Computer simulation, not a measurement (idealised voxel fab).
Title: Process Module voxel transistor to metal
Section cut is 145 nm wide and gridded with 5 nm square cells.
Cross-section format: a grid of square cells, given as bands from top to bottom; each band is one or more rows of cells. Heights first: top, then bottom, in nm. Then materials, left to right, each with a width in nm. "throughout" on a single material: fills the band edge to edge. "air": empty space. The level at which height equals 0 is the one under which the wafer, as it arrives, is entirely one material. No lower edge exists for the bottom band, which continues downward and is notated as in "z 0 and below". Per-row width for "30..40": begins at first number (top row of band), ends at second number (bottom row), increment between rows held constant. Step note "all unchanged" = no cross-section cell changed. The list in "Entrapped voids" covers empty spaces of 8 cells or more that cannot reach the top through any open way, and it gives each as width x height at distance; the distance is from the left edge, and width, height and distance are in nm. On each step's line, the part that comes after the settings is the simulator's own comment on the step. overlay nm: for a step with a mask, the amount by which the mask lay right of where it was planned; a negative amount means left of it.
-- This section lists the process steps that were planned
1. RECEIVE (material Si)
2. CONFORMAL_DEP (material SiO2; thk nm 5)
3. CONFORMAL_DEP (material SiN; thk nm 10)
4. DIRECTIONAL_DEP (material aC; thk nm 10)
5. PATTERN (tone cover; mask id ACTIVE; material resist; width nm 105; thk nm 25; overlay nm 0)
6. DIRECTIONAL_ETCH (etch materials aC; depth nm 10)
7. STRIP (etch materials resist)
8. DIRECTIONAL_ETCH (etch materials SiN; depth nm 10)
9. DIRECTIONAL_ETCH (etch materials SiO2; depth nm 5)
10. DIRECTIONAL_ETCH (etch materials Si; depth nm 25)
11. STRIP (etch materials aC)
12. FILL_DEP (material SiO2; thk nm 15)
13. CMP (height nm 15)
14. SELECTIVE_ETCH (etch materials SiO2; depth nm 5)
15. STRIP (etch materials SiN)
16. SELECTIVE_ETCH (etch materials SiO2; depth nm 5)
17. OXIDIZE (depth nm 5)
18. DIRECTIONAL_DEP (material polySi; thk nm 30)
19. DIRECTIONAL_DEP (material SiCN; thk nm 10)
20. MASKED_ETCH (tone cover; mask id GATE; width nm 25; etch materials SiCN; depth nm 20; overlay nm 0)
21. MASKED_ETCH (tone cover; mask id GATE; width nm 25; etch materials polySi; depth nm 40; overlay nm 0)
22. CONFORMAL_DEP (material SiO2; thk nm 5)
23. DIRECTIONAL_ETCH (etch materials SiO2; depth nm 5)
24. CONFORMAL_DEP (material SiN; thk nm 10)
25. DIRECTIONAL_ETCH (etch materials SiN; depth nm 10)
26. DIRECTIONAL_ETCH (etch materials SiO2; depth nm 5)
27. DIRECTIONAL_ETCH (etch materials Si; depth nm 5)
28. EPI (material nSi; thk nm 10)
29. FILL_DEP (material SiO2; thk nm 10)
30. CMP (height nm 40)
31. DIRECTIONAL_DEP (material SiO2; thk nm 15)
32. MASKED_ETCH (tone open; mask id CONTACT; width nm 15; pitch nm 80; etch materials SiO2; depth nm 50; overlay nm 0)
33. CONFORMAL_DEP (material TiN; thk nm 5)
34. FILL_DEP (material Ru; thk nm 10)
35. CMP (height nm 55)
36. CONFORMAL_DEP (material SiCN; thk nm 5)
37. DIRECTIONAL_DEP (material lowk; thk nm 25)
38. DIRECTIONAL_DEP (material aC; thk nm 15)
39. PATTERN (tone open; mask id METAL_1; material resist; width nm 15; pitch nm 80; thk nm 30; overlay nm 0)
40. DIRECTIONAL_ETCH (etch materials aC; depth nm 15)
41. STRIP (etch materials resist)
42. DIRECTIONAL_ETCH (etch materials lowk; depth nm 25)
43. DIRECTIONAL_ETCH (etch materials SiCN; depth nm 5)
44. STRIP (etch materials aC)
45. CONFORMAL_DEP (material TiN; thk nm 5)
46. FILL_DEP (material Cu; thk nm 10)
47. CMP (height nm 85)
48. CONFORMAL_DEP (material SiCN; thk nm 5)
49. DIRECTIONAL_DEP (material SiO2; thk nm 25)
50. DIRECTIONAL_DEP (material aC; thk nm 10)
51. PATTERN (tone open; mask id METAL_2; material resist; width nm 15; pitch nm 80; thk nm 30; overlay nm 0)
52. DIRECTIONAL_ETCH (etch materials aC; depth nm 10)
53. STRIP (etch materials resist)
54. DIRECTIONAL_ETCH (etch materials SiO2; depth nm 15)
55. STRIP (etch materials aC)
56. DIRECTIONAL_DEP (material aC; thk nm 15)
57. PATTERN (tone open; mask id METAL_2_HOLES; material resist; width nm 15; pitch nm 80; thk nm 30; overlay nm 0)
58. DIRECTIONAL_ETCH (etch materials aC; depth nm 15)
59. STRIP (etch materials resist)
60. DIRECTIONAL_ETCH (etch materials SiO2; depth nm 10)
61. DIRECTIONAL_ETCH (etch materials SiCN; depth nm 5)
62. STRIP (etch materials aC)
63. CONFORMAL_DEP (material TiN; thk nm 5)
64. FILL_DEP (material Cu; thk nm 10)
65. CMP (height nm 115)
66. CONFORMAL_DEP (material SiCN; thk nm 5)
-- This is the cross-section of the wafer as we received it, i.e. after step 1
	z 0 and below | Si throughout
	Entrapped voids: none
-- Post-module cross-section: identical start and plan to those above, one misstep in execution
	z 120 to 115 | SiCN throughout
	z 115 to 90 | 25 of SiO2  5 of TiN  5 of Cu  5 of TiN  65 of SiO2  5 of TiN  5 of Cu  5 of TiN  25 of SiO2
	z 90 to 85 | 25 of SiCN  15 of TiN  65 of SiCN  15 of TiN  25 of SiCN
	z 85 to 60 | 25 of lowk  5 of TiN  5 of Cu  5 of TiN  65 of lowk  5 of TiN  5 of Cu  5 of TiN  25 of lowk
	z 60 to 55 | 25 of SiCN  15 of TiN  65 of SiCN  15 of TiN  25 of SiCN
	z 55 to 40 | 25 of SiO2  5 of TiN  5 of Ru  5 of TiN  65 of SiO2  5 of TiN  5 of Ru  5 of TiN  25 of SiO2
	z 40 to 35 | 25 of SiO2  5 of TiN  5 of Ru  5 of TiN  5 of SiO2  10 of SiN  5 of SiO2  25 of SiCN  5 of SiO2  10 of SiN  5 of SiO2  5 of TiN  5 of Ru  5 of TiN  25 of SiO2
	z 35 to 10 | 25 of SiO2  5 of TiN  5 of Ru  5 of TiN  5 of SiO2  10 of SiN  5 of SiO2  25 of polySi  5 of SiO2  10 of SiN  5 of SiO2  5 of TiN  5 of Ru  5 of TiN  25 of SiO2
	z 10 to 5 | 25 of SiO2  15 of TiN  5 of SiO2  10 of SiN  5 of SiO2  25 of polySi  5 of SiO2  10 of SiN  5 of SiO2  15 of TiN  25 of SiO2
	z 5 to 0 | 10 of nSi  10 of SiN  105 of SiO2  10 of SiN  10 of nSi
	z 0 to -5 | 10 of nSi  125 of SiO2  10 of nSi
	z -5 to -10 | 10 of nSi  10 of Si  105 of SiO2  10 of Si  10 of nSi
	z -10 to -25 | 20 of Si  105 of SiO2  20 of Si
	z -25 and below | Si throughout
	Entrapped voids: none
what went wrong: step 5 off recipe, ran as PATTERN (tone open; mask id ACTIVE; material resist; width nm 105; thk nm 25; overlay nm 0)
